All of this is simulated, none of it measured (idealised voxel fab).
Documented hereafter: the process module known as voxel gate over fins.
FYI the section here is cut, 155 nm wide, cells are 5 nm squares.
Throughout this document, each cross-section is represented as a grid of square cells and is presented as a sequence of bands enumerated from the top downward, where a band comprises one or more rows of cells.
It is stipulated that each band's entry specify, in nanometres, the height of the top of the band and then that of its bottom, followed by the materials of the band in left-to-right sequence, each together with its width in nanometres. A single material marked by the word "throughout" is understood to fill the band from edge to edge; the word "empty" is understood to denote empty space.
Note: height 0 marks the level under which the wafer is uniformly one material as received. Lowest band unbounded below, written "0 down".
It should be noted that a width expressed as "30 to 40" varies in equal increments from row to row of cells within the band, taking the value of the first number at the top row and that of the second number at the bottom row.
Any step labelled "remained the same" changed none of the cells in the cross-section.
"Closed void register" contains a list of empty spaces, each no smaller than 8 cells and without an open way to the top, written in the form width x height at distance with the distance from the left edge and all three in nm.
The remark found on a step's line after its settings is issued by the simulator itself and pertains to that step.
overlay nm: how far to the right of its planned place the mask lay on this masked step (negative: to the left).
### Planned process steps
| 1 | op RECEIVE | material Si |
| 2 | op CONFORMAL_DEP | material SiN | thk nm 10 |
| 3 | op MASKED_ETCH | tone cover | mask id FINS | width nm 15 | pitch nm 55 | etch materials SiN | depth nm 10 | overlay nm 0 |
| 4 | op MASKED_ETCH | tone cover | mask id FINS | width nm 15 | pitch nm 55 | etch materials Si | depth nm 35 | overlay nm 0 |
| 5 | op FILL_DEP | material SiO2 | thk nm 15 |
| 6 | op CMP | height nm 10 |
| 7 | op DIRECTIONAL_DEP | material aC | thk nm 10 |
| 8 | op PATTERN | tone open | mask id RAIL | material resist | width nm 15 | thk nm 25 | overlay nm 0 |
| 9 | op DIRECTIONAL_ETCH | etch materials aC | depth nm 10 |
| 10 | op STRIP | etch materials resist |
| 11 | op DIRECTIONAL_ETCH | etch materials SiO2 | depth nm 40 |
| 12 | op STRIP | etch materials aC |
| 13 | op CONFORMAL_DEP | material TiN | thk nm 5 |
| 14 | op FILL_DEP | material Ru | thk nm 10 |
| 15 | op CMP | height nm 10 |
| 16 | op SELECTIVE_ETCH | etch materials W Ru TiN | depth nm 30 |
| 17 | op FILL_DEP | material SiO2 | thk nm 5 |
| 18 | op CMP | height nm 10 |
| 19 | op SELECTIVE_ETCH | etch materials SiO2 | depth nm 25 |
| 20 | op STRIP | etch materials SiN |
| 21 | op CONFORMAL_DEP | material HfO2 | thk nm 5 |
| 22 | op CONFORMAL_DEP | material TiN | thk nm 5 |
| 23 | op CONFORMAL_DEP | material TiAl | thk nm 5 |
| 24 | op CONFORMAL_DEP | material TiN | thk nm 5 |
| 25 | op FILL_DEP | material W | thk nm 10 |
| 26 | op CMP | height nm 25 |
| 27 | op CONFORMAL_DEP | material SiCN | thk nm 10 |
### Wafer, first of two, run as planned
### Wafer at receipt (post step 1), cross-section
    0 down = Si throughout
    Closed void register: none
### Wafer xsec, post step 2
    10 to 0 = SiN throughout
    Whatever lies below 0 is exactly as it was before.
### Wafer xsec, post step 3
    10 to 0 = 15 nm empty  15 nm SiN  40 nm empty  15 nm SiN  40 nm empty  15 nm SiN  15 nm empty
    Whatever lies below 0 is exactly as it was before.
### Wafer xsec, post step 4
    10 to 0 = 15 nm empty  15 nm SiN  40 nm empty  15 nm SiN  40 nm empty  15 nm SiN  15 nm empty
    0 to -35 = 15 nm empty  15 nm Si  40 nm empty  15 nm Si  40 nm empty  15 nm Si  15 nm empty
    Whatever lies below -35 is exactly as it was before.
### Wafer xsec, post step 5
    25 to 10 = SiO2 throughout
    10 to 0 = 15 nm SiO2  15 nm SiN  40 nm SiO2  15 nm SiN  40 nm SiO2  15 nm SiN  15 nm SiO2
    0 to -35 = 15 nm SiO2  15 nm Si  40 nm SiO2  15 nm Si  40 nm SiO2  15 nm Si  15 nm SiO2
    Whatever lies below -35 is exactly as it was before.
### Wafer xsec, post step 6
    10 to 0 = 15 nm SiO2  15 nm SiN  40 nm SiO2  15 nm SiN  40 nm SiO2  15 nm SiN  15 nm SiO2
    Whatever lies below 0 is exactly as it was before.
### Wafer xsec, post step 7
    20 to 10 = aC throughout
    Whatever lies below 10 is exactly as it was before.
### Wafer xsec, post step 8
    45 to 20 = 40 nm resist  15 nm empty  100 nm resist
    Whatever lies below 20 is exactly as it was before.
### Wafer xsec, post step 9
    35 to 20 = 40 nm resist  15 nm empty  100 nm resist
    20 to 10 = 40 nm aC  15 nm empty  100 nm aC
    Whatever lies below 10 is exactly as it was before.
### Wafer xsec, post step 10
    20 to 10 = 40 nm aC  15 nm empty  100 nm aC
    Whatever lies below 10 is exactly as it was before.
### Wafer xsec, post step 11
    20 to 10 = 40 nm aC  15 nm empty  100 nm aC
    10 to 0 = 15 nm SiO2  15 nm SiN  10 nm SiO2  15 nm empty  15 nm SiO2  15 nm SiN  40 nm SiO2  15 nm SiN  15 nm SiO2
    0 to -30 = 15 nm SiO2  15 nm Si  10 nm SiO2  15 nm empty  15 nm SiO2  15 nm Si  40 nm SiO2  15 nm Si  15 nm SiO2
    Whatever lies below -30 is exactly as it was before.
### Wafer xsec, post step 12
    10 to 0 = 15 nm SiO2  15 nm SiN  10 nm SiO2  15 nm empty  15 nm SiO2  15 nm SiN  40 nm SiO2  15 nm SiN  15 nm SiO2
    Whatever lies below 0 is exactly as it was before.
### Wafer xsec, post step 13
    15 to 10 = 45 nm TiN  5 nm empty  105 nm TiN
    10 to 0 = 15 nm SiO2  15 nm SiN  10 nm SiO2  5 nm TiN  5 nm empty  5 nm TiN  15 nm SiO2  15 nm SiN  40 nm SiO2  15 nm SiN  15 nm SiO2
    0 to -25 = 15 nm SiO2  15 nm Si  10 nm SiO2  5 nm TiN  5 nm empty  5 nm TiN  15 nm SiO2  15 nm Si  40 nm SiO2  15 nm Si  15 nm SiO2
    -25 to -30 = 15 nm SiO2  15 nm Si  10 nm SiO2  15 nm TiN  15 nm SiO2  15 nm Si  40 nm SiO2  15 nm Si  15 nm SiO2
    Whatever lies below -30 is exactly as it was before.
### Wafer xsec, post step 14
    25 to 15 = Ru throughout
    15 to 10 = 45 nm TiN  5 nm Ru  105 nm TiN
    10 to 0 = 15 nm SiO2  15 nm SiN  10 nm SiO2  5 nm TiN  5 nm Ru  5 nm TiN  15 nm SiO2  15 nm SiN  40 nm SiO2  15 nm SiN  15 nm SiO2
    0 to -25 = 15 nm SiO2  15 nm Si  10 nm SiO2  5 nm TiN  5 nm Ru  5 nm TiN  15 nm SiO2  15 nm Si  40 nm SiO2  15 nm Si  15 nm SiO2
    Whatever lies below -25 is exactly as it was before.
### Wafer xsec, post step 15
    10 to 0 = 15 nm SiO2  15 nm SiN  10 nm SiO2  5 nm TiN  5 nm Ru  5 nm TiN  15 nm SiO2  15 nm SiN  40 nm SiO2  15 nm SiN  15 nm SiO2
    Whatever lies below 0 is exactly as it was before.
### Wafer xsec, post step 16
    10 to 0 = 15 nm SiO2  15 nm SiN  10 nm SiO2  15 nm empty  15 nm SiO2  15 nm SiN  40 nm SiO2  15 nm SiN  15 nm SiO2
    0 to -20 = 15 nm SiO2  15 nm Si  10 nm SiO2  15 nm empty  15 nm SiO2  15 nm Si  40 nm SiO2  15 nm Si  15 nm SiO2
    Whatever lies below -20 is exactly as it was before.
### Wafer xsec, post step 17
    15 to 10 = SiO2 throughout
    10 to 0 = 15 nm SiO2  15 nm SiN  40 nm SiO2  15 nm SiN  40 nm SiO2  15 nm SiN  15 nm SiO2
    0 to -20 = 15 nm SiO2  15 nm Si  40 nm SiO2  15 nm Si  40 nm SiO2  15 nm Si  15 nm SiO2
    Whatever lies below -20 is exactly as it was before.
### Wafer xsec, post step 18
    10 to 0 = 15 nm SiO2  15 nm SiN  40 nm SiO2  15 nm SiN  40 nm SiO2  15 nm SiN  15 nm SiO2
    Whatever lies below 0 is exactly as it was before.
### Wafer xsec, post step 19
    10 to 0 = 15 nm empty  15 nm SiN  40 nm empty  15 nm SiN  40 nm empty  15 nm SiN  15 nm empty
    0 to -15 = 15 nm empty  15 nm Si  40 nm empty  15 nm Si  40 nm empty  15 nm Si  15 nm empty
    Whatever lies below -15 is exactly as it was before.
### Wafer xsec, post step 20
    0 to -15 = 15 nm empty  15 nm Si  40 nm empty  15 nm Si  40 nm empty  15 nm Si  15 nm empty
    Whatever lies below -15 is exactly as it was before.
### Wafer xsec, post step 21
    5 to 0 = 10 nm empty  25 nm HfO2  30 nm empty  25 nm HfO2  30 nm empty  25 nm HfO2  10 nm empty
    0 to -10 = 10 nm empty  5 nm HfO2  15 nm Si  5 nm HfO2  30 nm empty  5 nm HfO2  15 nm Si  5 nm HfO2  30 nm empty  5 nm HfO2  15 nm Si  5 nm HfO2  10 nm empty
    -10 to -15 = 15 nm HfO2  15 nm Si  40 nm HfO2  15 nm Si  40 nm HfO2  15 nm Si  15 nm HfO2
    Whatever lies below -15 is exactly as it was before.
### Wafer xsec, post step 22
    10 to 5 = 5 nm empty  35 nm TiN  20 nm empty  35 nm TiN  20 nm empty  35 nm TiN  5 nm empty
    5 to 0 = 5 nm empty  5 nm TiN  25 nm HfO2  5 nm TiN  20 nm empty  5 nm TiN  25 nm HfO2  5 nm TiN  20 nm empty  5 nm TiN  25 nm HfO2  5 nm TiN  5 nm empty
    0 to -5 = 5 nm empty  5 nm TiN  5 nm HfO2  15 nm Si  5 nm HfO2  5 nm TiN  20 nm empty  5 nm TiN  5 nm HfO2  15 nm Si  5 nm HfO2  5 nm TiN  20 nm empty  5 nm TiN  5 nm HfO2  15 nm Si  5 nm HfO2  5 nm TiN  5 nm empty
    -5 to -10 = 10 nm TiN  5 nm HfO2  15 nm Si  5 nm HfO2  30 nm TiN  5 nm HfO2  15 nm Si  5 nm HfO2  30 nm TiN  5 nm HfO2  15 nm Si  5 nm HfO2  10 nm TiN
    Whatever lies below -10 is exactly as it was before.
### Wafer xsec, post step 23
    15 to 10 = 45 nm TiAl  10 nm empty  45 nm TiAl  10 nm empty  45 nm TiAl
    10 to 5 = 5 nm TiAl  35 nm TiN  5 nm TiAl  10 nm empty  5 nm TiAl  35 nm TiN  5 nm TiAl  10 nm empty  5 nm TiAl  35 nm TiN  5 nm TiAl
    5 to 0 = 5 nm TiAl  5 nm TiN  25 nm HfO2  5 nm TiN  5 nm TiAl  10 nm empty  5 nm TiAl  5 nm TiN  25 nm HfO2  5 nm TiN  5 nm TiAl  10 nm empty  5 nm TiAl  5 nm TiN  25 nm HfO2  5 nm TiN  5 nm TiAl
    0 to -5 = 5 nm TiAl  5 nm TiN  5 nm HfO2  15 nm Si  5 nm HfO2  5 nm TiN  20 nm TiAl  5 nm TiN  5 nm HfO2  15 nm Si  5 nm HfO2  5 nm TiN  20 nm TiAl  5 nm TiN  5 nm HfO2  15 nm Si  5 nm HfO2  5 nm TiN  5 nm TiAl
    Whatever lies below -5 is exactly as it was before.
### Wafer xsec, post step 24
    20 to 15 = TiN throughout
    15 to 10 = 45 nm TiAl  10 nm TiN  45 nm TiAl  10 nm TiN  45 nm TiAl
    10 to 5 = 5 nm TiAl  35 nm TiN  5 nm TiAl  10 nm TiN  5 nm TiAl  35 nm TiN  5 nm TiAl  10 nm TiN  5 nm TiAl  35 nm TiN  5 nm TiAl
    5 to 0 = 5 nm TiAl  5 nm TiN  25 nm HfO2  5 nm TiN  5 nm TiAl  10 nm TiN  5 nm TiAl  5 nm TiN  25 nm HfO2  5 nm TiN  5 nm TiAl  10 nm TiN  5 nm TiAl  5 nm TiN  25 nm HfO2  5 nm TiN  5 nm TiAl
    Whatever lies below 0 is exactly as it was before.
### Wafer xsec, post step 25
    30 to 20 = W throughout
    Whatever lies below 20 is exactly as it was before.
### Wafer xsec, post step 26
    25 to 20 = W throughout
    Whatever lies below 20 is exactly as it was before.
### Wafer xsec, post step 27
    35 to 25 = SiCN throughout
    Whatever lies below 25 is exactly as it was before.
### The remaining wafer, second of the two, started like the first and was run to the same plan, except that one mistake was made along the way; the two coincide through step 24, inclusive
### Cross-sectional representation of the second wafer at the time designated in the plan for the completion of step 25
    30 to 20 = aC throughout
    Whatever lies below 20 is exactly as it was before.
### Cross-sectional representation of the second wafer at the time designated in the plan for the completion of step 26
    25 to 20 = aC throughout
    Whatever lies below 20 is exactly as it was before.
### Cross-sectional representation of the second wafer at the time designated in the plan for the completion of step 27
    35 to 25 = SiCN throughout
    Whatever lies below 25 is exactly as it was before.
what went wrong: step 25 off recipe, ran as op FILL_DEP | material aC | thk nm 10
Per the end-of-run cell counts, the second wafer holds more or fewer of some materials than the first: 31 fewer of W; 31 more of aC
